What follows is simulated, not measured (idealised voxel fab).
You're looking at the process module voxel self aligned contacts.
Square cells of 5 nm make up the cross-section cut, whose width is 295 nm.
We lay out every cross-section as a grid of square cells and spell it out in bands from the top down, where one band means one or more rows of cells. Within each band entry, the heights of the top and of the bottom of the band appear first, in that order and in nm; the materials of the band then follow from left to right, each with its corresponding width in nm. The designation "full width" on a single material indicates that it fills the band from edge to edge; the designation "air" indicates empty space. For the purposes of this specification, 0 denotes the height below which the wafer in its as-received condition is composed wholly of one material, and the lowermost band, lacking a lower limit, extends downward without end, as expressed in "top 0, no bottom". Read "30 to 40" as a graded width: first number on top, second number at the bottom, same change between each pair of neighbouring rows. Take "no alterations made" at face value: in the step it is given for, the cross-section changed in none of its cells. You'll see "Closed void register" listing empty spaces that have no way open to the top, as long as they're 8 cells or more; the notation is width x height at distance, where the distance is from the left edge, and all of it is in nm. Anything after a step's settings on that line? It's the simulator's own note about the step. overlay nm: step with mask; distance mask lay right of planned place; negative value = left of planned place.

THESE ARE THE STEPS WE PLANNED FOR THE PROCESS
1: RECEIVE, material Si
2: OXIDIZE, depth nm 5
3: DIRECTIONAL_DEP, material polySi, thk nm 30
4: DIRECTIONAL_DEP, material SiN, thk nm 20
5: PATTERN, tone cover, mask id GATE, material resist, width nm 30, pitch nm 65, thk nm 15, overlay nm 0
6: DIRECTIONAL_ETCH, etch materials SiN, depth nm 20
7: DIRECTIONAL_ETCH, etch materials polySi, depth nm 30
8: STRIP, etch materials resist
9: CONFORMAL_DEP, material SiN, thk nm 5
10: DIRECTIONAL_ETCH, etch materials SiN, depth nm 5
11: FILL_DEP, material SiO2, thk nm 15
12: CMP, height nm 60
13: PATTERN, tone open, mask id CONTACT, material resist, width nm 45, thk nm 20, overlay nm 0
14: DIRECTIONAL_ETCH, etch materials SiO2, depth nm 65
15: STRIP, etch materials resist
16: CONFORMAL_DEP, material TiN, thk nm 5
17: FILL_DEP, material Ru, thk nm 10
18: CMP, height nm 60
19: CONFORMAL_DEP, material SiCN, thk nm 5

FIRST OF TWO WAFERS, PROCESSED ACCORDING TO PLAN

HERE'S WHAT THE WAFER LOOKED LIKE IN CROSS-SECTION WHEN IT ARRIVED - THAT'S AFTER STEP 1
> top 0, no bottom  Si full width
> Closed void register: none

THE WAFER, SEEN IN CROSS-SECTION, AFTER STEP 2
> top 0, bottom -5  SiO2 full width
> Under the height -5 nothing was changed.

THE WAFER, SEEN IN CROSS-SECTION, AFTER STEP 3
> top 30, bottom 0  polySi full width
> Under the height 0 nothing was changed.

THE WAFER, SEEN IN CROSS-SECTION, AFTER STEP 4
> top 50, bottom 30  SiN full width
> Under the height 30 nothing was changed.

THE WAFER, SEEN IN CROSS-SECTION, AFTER STEP 5
> top 65, bottom 50  air 100 nm / resist 30 nm / air 35 nm / resist 30 nm / air 100 nm
> Under the height 50 nothing was changed.

THE WAFER, SEEN IN CROSS-SECTION, AFTER STEP 6
> top 65, bottom 50  air 100 nm / resist 30 nm / air 35 nm / resist 30 nm / air 100 nm
> top 50, bottom 30  air 100 nm / SiN 30 nm / air 35 nm / SiN 30 nm / air 100 nm
> Under the height 30 nothing was changed.

THE WAFER, SEEN IN CROSS-SECTION, AFTER STEP 7
> top 65, bottom 50  air 100 nm / resist 30 nm / air 35 nm / resist 30 nm / air 100 nm
> top 50, bottom 30  air 100 nm / SiN 30 nm / air 35 nm / SiN 30 nm / air 100 nm
> top 30, bottom 0  air 100 nm / polySi 30 nm / air 35 nm / polySi 30 nm / air 100 nm
> Under the height 0 nothing was changed.

THE WAFER, SEEN IN CROSS-SECTION, AFTER STEP 8
> top 50, bottom 30  air 100 nm / SiN 30 nm / air 35 nm / SiN 30 nm / air 100 nm
> Under the height 30 nothing was changed.

THE WAFER, SEEN IN CROSS-SECTION, AFTER STEP 9
> top 55, bottom 30  air 95 nm / SiN 40 nm / air 25 nm / SiN 40 nm / air 95 nm
> top 30, bottom 5  air 95 nm / SiN 5 nm / polySi 30 nm / SiN 5 nm / air 25 nm / SiN 5 nm / polySi 30 nm / SiN 5 nm / air 95 nm
> top 5, bottom 0  SiN 100 nm / polySi 30 nm / SiN 35 nm / polySi 30 nm / SiN 100 nm
> Under the height 0 nothing was changed.

THE WAFER, SEEN IN CROSS-SECTION, AFTER STEP 10
> top 50, bottom 30  air 95 nm / SiN 40 nm / air 25 nm / SiN 40 nm / air 95 nm
> top 30, bottom 0  air 95 nm / SiN 5 nm / polySi 30 nm / SiN 5 nm / air 25 nm / SiN 5 nm / polySi 30 nm / SiN 5 nm / air 95 nm
> Under the height 0 nothing was changed.

THE WAFER, SEEN IN CROSS-SECTION, AFTER STEP 11
> top 65, bottom 50  SiO2 full width
> top 50, bottom 30  SiO2 95 nm / SiN 40 nm / SiO2 25 nm / SiN 40 nm / SiO2 95 nm
> top 30, bottom 0  SiO2 95 nm / SiN 5 nm / polySi 30 nm / SiN 5 nm / SiO2 25 nm / SiN 5 nm / polySi 30 nm / SiN 5 nm / SiO2 95 nm
> Under the height 0 nothing was changed.

THE WAFER, SEEN IN CROSS-SECTION, AFTER STEP 12
> top 60, bottom 50  SiO2 full width
> Under the height 50 nothing was changed.

THE WAFER, SEEN IN CROSS-SECTION, AFTER STEP 13
> top 80, bottom 60  resist 125 nm / air 45 nm / resist 125 nm
> Under the height 60 nothing was changed.

THE WAFER, SEEN IN CROSS-SECTION, AFTER STEP 14
> top 80, bottom 60  resist 125 nm / air 45 nm / resist 125 nm
> top 60, bottom 50  SiO2 125 nm / air 45 nm / SiO2 125 nm
> top 50, bottom 30  SiO2 95 nm / SiN 40 nm / air 25 nm / SiN 40 nm / SiO2 95 nm
> top 30, bottom 0  SiO2 95 nm / SiN 5 nm / polySi 30 nm / SiN 5 nm / air 25 nm / SiN 5 nm / polySi 30 nm / SiN 5 nm / SiO2 95 nm
> top 0, bottom -5  SiO2 135 nm / air 25 nm / SiO2 135 nm
> Under the height -5 nothing was changed.

THE WAFER, SEEN IN CROSS-SECTION, AFTER STEP 15
> top 60, bottom 50  SiO2 125 nm / air 45 nm / SiO2 125 nm
> Under the height 50 nothing was changed.

THE WAFER, SEEN IN CROSS-SECTION, AFTER STEP 16
> top 65, bottom 60  TiN 130 nm / air 35 nm / TiN 130 nm
> top 60, bottom 50  SiO2 125 nm / TiN 5 to 15 nm / air 35 to 15 nm / TiN 5 to 15 nm / SiO2 125 nm
> top 50, bottom 30  SiO2 95 nm / SiN 40 nm / TiN 5 nm / air 15 nm / TiN 5 nm / SiN 40 nm / SiO2 95 nm
> top 30, bottom 0  SiO2 95 nm / SiN 5 nm / polySi 30 nm / SiN 5 nm / TiN 5 nm / air 15 nm / TiN 5 nm / SiN 5 nm / polySi 30 nm / SiN 5 nm / SiO2 95 nm
> top 0, bottom -5  SiO2 135 nm / TiN 25 nm / SiO2 135 nm
> Under the height -5 nothing was changed.

THE WAFER, SEEN IN CROSS-SECTION, AFTER STEP 17
> top 75, bottom 65  Ru full width
> top 65, bottom 60  TiN 130 nm / Ru 35 nm / TiN 130 nm
> top 60, bottom 50  SiO2 125 nm / TiN 5 to 15 nm / Ru 35 to 15 nm / TiN 5 to 15 nm / SiO2 125 nm
> top 50, bottom 30  SiO2 95 nm / SiN 40 nm / TiN 5 nm / Ru 15 nm / TiN 5 nm / SiN 40 nm / SiO2 95 nm
> top 30, bottom 0  SiO2 95 nm / SiN 5 nm / polySi 30 nm / SiN 5 nm / TiN 5 nm / Ru 15 nm / TiN 5 nm / SiN 5 nm / polySi 30 nm / SiN 5 nm / SiO2 95 nm
> Under the height 0 nothing was changed.

THE WAFER, SEEN IN CROSS-SECTION, AFTER STEP 18
> top 60, bottom 50  SiO2 125 nm / TiN 5 to 15 nm / Ru 35 to 15 nm / TiN 5 to 15 nm / SiO2 125 nm
> Under the height 50 nothing was changed.

THE WAFER, SEEN IN CROSS-SECTION, AFTER STEP 19
> top 65, bottom 60  SiCN full width
> Under the height 60 nothing was changed.

WAFER TWO. SAME START, SAME PLAN, ONE SLIP IN EXECUTION. SAME AS WAFER ONE THROUGH STEP 1, INCLUSIVE

CROSS-SECTION OF THE SECOND WAFER AT THE TIME STEP 2 OF THE PLAN SHOULD HAVE ENDED
> top 30, bottom 0  polySi full width
> Under the height 0 nothing was changed.

CROSS-SECTION OF THE SECOND WAFER AT THE TIME STEP 3 OF THE PLAN SHOULD HAVE ENDED
> top 30, bottom 25  SiO2 full width
> Under the height 25 nothing was changed.

CROSS-SECTION OF THE SECOND WAFER AT THE TIME STEP 4 OF THE PLAN SHOULD HAVE ENDED
> top 50, bottom 30  SiN full width
> Under the height 30 nothing was changed.

CROSS-SECTION OF THE SECOND WAFER AT THE TIME STEP 5 OF THE PLAN SHOULD HAVE ENDED
> top 65, bottom 50  air 100 nm / resist 30 nm / air 35 nm / resist 30 nm / air 100 nm
> Under the height 50 nothing was changed.

CROSS-SECTION OF THE SECOND WAFER AT THE TIME STEP 6 OF THE PLAN SHOULD HAVE ENDED
> top 65, bottom 50  air 100 nm / resist 30 nm / air 35 nm / resist 30 nm / air 100 nm
> top 50, bottom 30  air 100 nm / SiN 30 nm / air 35 nm / SiN 30 nm / air 100 nm
> Under the height 30 nothing was changed.

Cross-section of the second wafer at the time step 7 of the plan should have ended: no alterations made

CROSS-SECTION OF THE SECOND WAFER AT THE TIME STEP 8 OF THE PLAN SHOULD HAVE ENDED
> top 50, bottom 30  air 100 nm / SiN 30 nm / air 35 nm / SiN 30 nm / air 100 nm
> Under the height 30 nothing was changed.

CROSS-SECTION OF THE SECOND WAFER AT THE TIME STEP 9 OF THE PLAN SHOULD HAVE ENDED
> top 55, bottom 35  air 95 nm / SiN 40 nm / air 25 nm / SiN 40 nm / air 95 nm
> top 35, bottom 30  SiN full width
> Under the height 30 nothing was changed.

CROSS-SECTION OF THE SECOND WAFER AT THE TIME STEP 10 OF THE PLAN SHOULD HAVE ENDED
> top 50, bottom 30  air 95 nm / SiN 40 nm / air 25 nm / SiN 40 nm / air 95 nm
> Under the height 30 nothing was changed.

CROSS-SECTION OF THE SECOND WAFER AT THE TIME STEP 11 OF THE PLAN SHOULD HAVE ENDED
> top 65, bottom 50  SiO2 full width
> top 50, bottom 30  SiO2 95 nm / SiN 40 nm / SiO2 25 nm / SiN 40 nm / SiO2 95 nm
> Under the height 30 nothing was changed.

CROSS-SECTION OF THE SECOND WAFER AT THE TIME STEP 12 OF THE PLAN SHOULD HAVE ENDED
> top 60, bottom 50  SiO2 full width
> Under the height 50 nothing was changed.

CROSS-SECTION OF THE SECOND WAFER AT THE TIME STEP 13 OF THE PLAN SHOULD HAVE ENDED
> top 80, bottom 60  resist 125 nm / air 45 nm / resist 125 nm
> Under the height 60 nothing was changed.

CROSS-SECTION OF THE SECOND WAFER AT THE TIME STEP 14 OF THE PLAN SHOULD HAVE ENDED
> top 80, bottom 60  resist 125 nm / air 45 nm / resist 125 nm
> top 60, bottom 50  SiO2 125 nm / air 45 nm / SiO2 125 nm
> top 50, bottom 30  SiO2 95 nm / SiN 40 nm / air 25 nm / SiN 40 nm / SiO2 95 nm
> top 30, bottom 25  SiO2 135 nm / air 25 nm / SiO2 135 nm
> Under the height 25 nothing was changed.

CROSS-SECTION OF THE SECOND WAFER AT THE TIME STEP 15 OF THE PLAN SHOULD HAVE ENDED
> top 60, bottom 50  SiO2 125 nm / air 45 nm / SiO2 125 nm
> Under the height 50 nothing was changed.

CROSS-SECTION OF THE SECOND WAFER AT THE TIME STEP 16 OF THE PLAN SHOULD HAVE ENDED
> top 65, bottom 60  TiN 130 nm / air 35 nm / TiN 130 nm
> top 60, bottom 50  SiO2 125 nm / TiN 5 to 15 nm / air 35 to 15 nm / TiN 5 to 15 nm / SiO2 125 nm
> top 50, bottom 30  SiO2 95 nm / SiN 40 nm / TiN 5 nm / air 15 nm / TiN 5 nm / SiN 40 nm / SiO2 95 nm
> top 30, bottom 25  SiO2 135 nm / TiN 25 nm / SiO2 135 nm
> Under the height 25 nothing was changed.

CROSS-SECTION OF THE SECOND WAFER AT THE TIME STEP 17 OF THE PLAN SHOULD HAVE ENDED
> top 75, bottom 65  Ru full width
> top 65, bottom 60  TiN 130 nm / Ru 35 nm / TiN 130 nm
> top 60, bottom 50  SiO2 125 nm / TiN 5 to 15 nm / Ru 35 to 15 nm / TiN 5 to 15 nm / SiO2 125 nm
> top 50, bottom 30  SiO2 95 nm / SiN 40 nm / TiN 5 nm / Ru 15 nm / TiN 5 nm / SiN 40 nm / SiO2 95 nm
> Under the height 30 nothing was changed.

CROSS-SECTION OF THE SECOND WAFER AT THE TIME STEP 18 OF THE PLAN SHOULD HAVE ENDED
> top 60, bottom 50  SiO2 125 nm / TiN 5 to 15 nm / Ru 35 to 15 nm / TiN 5 to 15 nm / SiO2 125 nm
> Under the height 50 nothing was changed.

CROSS-SECTION OF THE SECOND WAFER AT THE TIME STEP 19 OF THE PLAN SHOULD HAVE ENDED
> top 65, bottom 60  SiCN full width
> Under the height 60 nothing was changed.
The mistake made against the process plan was this: note: step 2 <-> step 3, run order reversed vs plan
The closing comparison, in cells, has the second wafer with more or fewer of some materials than the first: Ru -18 | Si +59 | SiN -24 | SiO2 -228 | TiN -12 | polySi +223
